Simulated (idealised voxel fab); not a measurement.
process module | voxel fin reveal
cross-section cut | 275 nm wide | cells 5 nm
A cross-section is a grid of square cells, given in bands from the top down. A band is one or more rows of cells.
Each band's line starts with the height of the band's top and of its bottom, in nm. Then come its materials from left to right, each with its width in nm. One material with "throughout" fills the band from edge to edge. "air" is empty space.
Height 0 is the level under which the wafer as received is all one material. The lowest band goes on downwards, as in "0 down".
A width such as "30 to 40" changes by the same amount from each row of cells to the next, from the band's top row to its bottom row.
"no change" after a step means that no cell of the cross-section changed.
closed voids: empty space of 8 cells or more with no open way to the top, each as width x height at its distance from the left edge, in nm
after a step's settings: what the simulator itself notes on the step
overlay nm, on a step with a mask: how far to the right of its planned place the mask lay; to the left if negative
plan
1 op RECEIVE | material Si
2 op CONFORMAL_DEP | material SiN | thk nm 5
3 op MASKED_ETCH | tone cover | mask id FINS | width nm 15 | pitch nm 40 | etch materials SiN | depth nm 5 | overlay nm 0
4 op MASKED_ETCH | tone cover | mask id FINS | width nm 15 | pitch nm 40 | etch materials Si | depth nm 30 | overlay nm 0
5 op OXIDIZE | depth nm 5
6 op FILL_DEP | material SiO2 | thk nm 15
7 op CMP | height nm 5
8 op SELECTIVE_ETCH | etch materials SiO2 | depth nm 15
9 op STRIP | etch materials SiN
10 op CONFORMAL_DEP | material SiO2 | thk nm 5
first wafer, as planned
as received, after step 1
  0 down: Si throughout
  closed voids: none
after step 2
  5 to 0: SiN throughout
  below 0: unchanged
after step 3
  5 to 0: air 110 | SiN 15 | air 25 | SiN 15 | air 110
  below 0: unchanged
after step 4
  5 to 0: air 110 | SiN 15 | air 25 | SiN 15 | air 110
  0 to -30: air 110 | Si 15 | air 25 | Si 15 | air 110
  below -30: unchanged
after step 5
  5 to 0: air 110 | SiN 15 | air 25 | SiN 15 | air 110
  0 to -30: air 110 | SiO2 5 | Si 5 | SiO2 5 | air 25 | SiO2 5 | Si 5 | SiO2 5 | air 110
  -30 to -35: SiO2 115 | Si 5 | SiO2 35 | Si 5 | SiO2 115
  below -35: unchanged
after step 6
  20 to 5: SiO2 throughout
  5 to 0: SiO2 110 | SiN 15 | SiO2 25 | SiN 15 | SiO2 110
  0 to -35: SiO2 115 | Si 5 | SiO2 35 | Si 5 | SiO2 115
  below -35: unchanged
after step 7
  5 to 0: SiO2 110 | SiN 15 | SiO2 25 | SiN 15 | SiO2 110
  below 0: unchanged
after step 8
  5 to 0: air 110 | SiN 15 | air 25 | SiN 15 | air 110
  0 to -10: air 115 | Si 5 | air 35 | Si 5 | air 115
  below -10: unchanged
after step 9
  0 to -10: air 115 | Si 5 | air 35 | Si 5 | air 115
  below -10: unchanged
after step 10
  5 to 0: air 110 | SiO2 15 | air 25 | SiO2 15 | air 110
  0 to -5: air 110 | SiO2 5 | Si 5 | SiO2 5 | air 25 | SiO2 5 | Si 5 | SiO2 5 | air 110
  -5 to -35: SiO2 115 | Si 5 | SiO2 35 | Si 5 | SiO2 115
  below -35: unchanged
second wafer: like start, like plan, one mistake. Through step 7 it matches the first wafer
when step 8 should have ended
  5 to 0: SiO2 110 | air 15 | SiO2 25 | air 15 | SiO2 110
  below 0: unchanged
when step 9 should have ended
  0 to -10: air 115 | Si 5 | air 35 | Si 5 | air 115
  -10 to -15: SiO2 95 | air 20 | Si 5 | air 35 | Si 5 | air 20 | SiO2 95
  below -15: unchanged
when step 10 should have ended
  5 to 0: air 110 | SiO2 15 | air 25 | SiO2 15 | air 110
  0 to -5: air 110 | SiO2 5 | Si 5 | SiO2 5 | air 25 | SiO2 5 | Si 5 | SiO2 5 | air 110
  -5 to -10: SiO2 100 | air 10 | SiO2 5 | Si 5 | SiO2 5 | air 25 | SiO2 5 | Si 5 | SiO2 5 | air 10 | SiO2 100
  -10 to -35: SiO2 115 | Si 5 | SiO2 35 | Si 5 | SiO2 115
  below -35: unchanged
what went wrong: steps 8 and 9 were swapped
at the end the second wafer has, in cells: 9 fewer of SiO2
